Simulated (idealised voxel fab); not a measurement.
Process module, titled voxel spacer lines
Shown is cross-section cut, with a width of 250 nm and square cells of size 5 nm.
Think of the cross-section as a grid of square cells. We describe it in bands, top to bottom, and each band covers one or more rows of those cells.
The band entry comprises the height of the band's top followed by the height of its bottom, expressed in nm, and subsequently the band's materials from left to right, each stated together with its width in nm. Where a single material is marked with the word "edge to edge", that material fills the band from edge to edge. The word "blank" represents empty space.
Heights from 0 (as-received wafer is one material below). Bottom band endless downward, as "top 0, no bottom".
Width spec "30 to 40" -> top row of cells at first value, bottom row at second value, equal per-row change in between.
Any step labelled "no modification" changed none of the cells in the cross-section.
Under "Fully sealed voids" you'll find the enclosed gaps, the ones with no way out to the top, that are 8 cells or bigger; each reads width x height at distance, with distance counted from the left edge, everything in nm.
after a step's settings: what the simulator itself notes on the step
"overlay nm" denotes, for a step that has a mask, the displacement of the mask to the right of its planned place, with negative values corresponding to the left.

Intended process steps:
1) RECEIVE | material Si
2) CONFORMAL_DEP | material Al2O3 | thk nm 5
3) DIRECTIONAL_DEP | material W | thk nm 10
4) DIRECTIONAL_DEP | material polySi | thk nm 20
5) PATTERN | tone cover | mask id MANDREL | material resist | width nm 20 | pitch nm 60 | thk nm 25 | overlay nm 0
6) DIRECTIONAL_ETCH | etch materials polySi | depth nm 20
7) STRIP | etch materials resist
8) CONFORMAL_DEP | material SiO2 | thk nm 10
9) DIRECTIONAL_ETCH | etch materials SiO2 | depth nm 10
10) STRIP | etch materials polySi
11) DIRECTIONAL_ETCH | etch materials W | depth nm 10
12) STRIP | etch materials SiO2

This is the cross-section of the wafer as we received it, i.e. after step 1:
- top 0, no bottom: Si edge to edge
- Fully sealed voids: none

First wafer of two, sectioned at end of module; run went per plan:
- top 15, bottom 5: blank 75; W 10; blank 20; W 10; blank 20; W 10; blank 20; W 10; blank 75
- top 5, bottom 0: Al2O3 edge to edge
- top 0, no bottom: Si edge to edge
- Fully sealed voids: none

Second wafer cross-section at end of module - shared start and plan with the first, one mistake in the run:
- top 15, bottom 5: blank 80; W 10; blank 20; W 10; blank 20; W 10; blank 20; W 10; blank 70
- top 5, bottom 0: Al2O3 edge to edge
- top 0, no bottom: Si edge to edge
- Fully sealed voids: none
In executing the process, a mistake was made relative to the plan: contrary to plan, step 5 was performed as PATTERN | tone cover | mask id MANDREL | material resist | width nm 20 | pitch nm 60 | thk nm 25 | overlay nm 5
The two final wafers agree on how many cells each material fills and disagree on which cells those are.
